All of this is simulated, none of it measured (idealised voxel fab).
Process module under the name voxel double patterning
290 nm wide, 5 nm square cells: that's cross-section cut.
How to read a cross-section here: the picture is a grid of square cells, written as bands going from the top down, and any band can span one or more rows of cells.
Each band's line starts with the height of the band's top and of its bottom, in nm. Then come its materials from left to right, each with its width in nm. One material with "all across" fills the band from edge to edge. "air" is empty space.
Height datum 0, below which the as-received substrate wafer is one material. Lowest band open at the bottom, running downward: "0 down".
A width given as "30 to 40" starts at the first number in the band's top row and ends at the second number in its bottom row, shifting by an equal amount at every step from row to row.
No cell of the cross-section changed in a step that is given as "remained the same".
Any empty space of 8 cells or more lacking an open way to the top shows up in "Enclosed internal cavities" as width x height at distance, distance from the left edge, in nm.
Heads up: the bit after the settings on a step's line is the simulator's remark on that step.
overlay nm, on a step with a mask: how far to the right of its planned place the mask lay; to the left if negative
plan:
1,RECEIVE (material Si)
2,CONFORMAL_DEP (material SiO2; thk nm 5)
3,DIRECTIONAL_DEP (material TiN; thk nm 20)
4,DIRECTIONAL_DEP (material SiCN; thk nm 10)
5,DIRECTIONAL_DEP (material aC; thk nm 10)
6,PATTERN (tone open; mask id FIRST; material resist; width nm 15; pitch nm 50; thk nm 25; overlay nm -15)
7,DIRECTIONAL_ETCH (etch materials aC; depth nm 10)
8,STRIP (etch materials resist)
9,DIRECTIONAL_ETCH (etch materials SiCN; depth nm 10)
10,STRIP (etch materials aC)
11,DIRECTIONAL_DEP (material aC; thk nm 15)
12,PATTERN (tone open; mask id SECOND; material resist; width nm 15; pitch nm 50; thk nm 35; overlay nm 0)
13,DIRECTIONAL_ETCH (etch materials aC; depth nm 15)
14,STRIP (etch materials resist)
15,DIRECTIONAL_ETCH (etch materials SiCN; depth nm 10)
16,STRIP (etch materials aC)
17,DIRECTIONAL_ETCH (etch materials TiN; depth nm 20)
18,STRIP (etch materials SiCN)
Across this set of wafers, the varied parameter is the overlay nm of step 6. Starting conditions are identical for every wafer, and the plan reports the value assigned to the first wafer.
Cross-section of the first of several received wafers, showing its state after step 1:
- 0 down: Si all across
- Enclosed internal cavities: none
Per wafer, end of module: cells gained (+) or lost (-) per material since receipt, then closed voids:
overlay nm -15, +58 SiO2, +180 TiN, Enclosed internal cavities: none
overlay nm -10, +58 SiO2, +172 TiN, Enclosed internal cavities: none
overlay nm -5, +58 SiO2, +172 TiN, Enclosed internal cavities: none
overlay nm 0, +58 SiO2, +172 TiN, Enclosed internal cavities: none
overlay nm 5, +58 SiO2, +172 TiN, Enclosed internal cavities: none
overlay nm 10, +58 SiO2, +172 TiN, Enclosed internal cavities: none
overlay nm 15, +58 SiO2, +180 TiN, Enclosed internal cavities: none
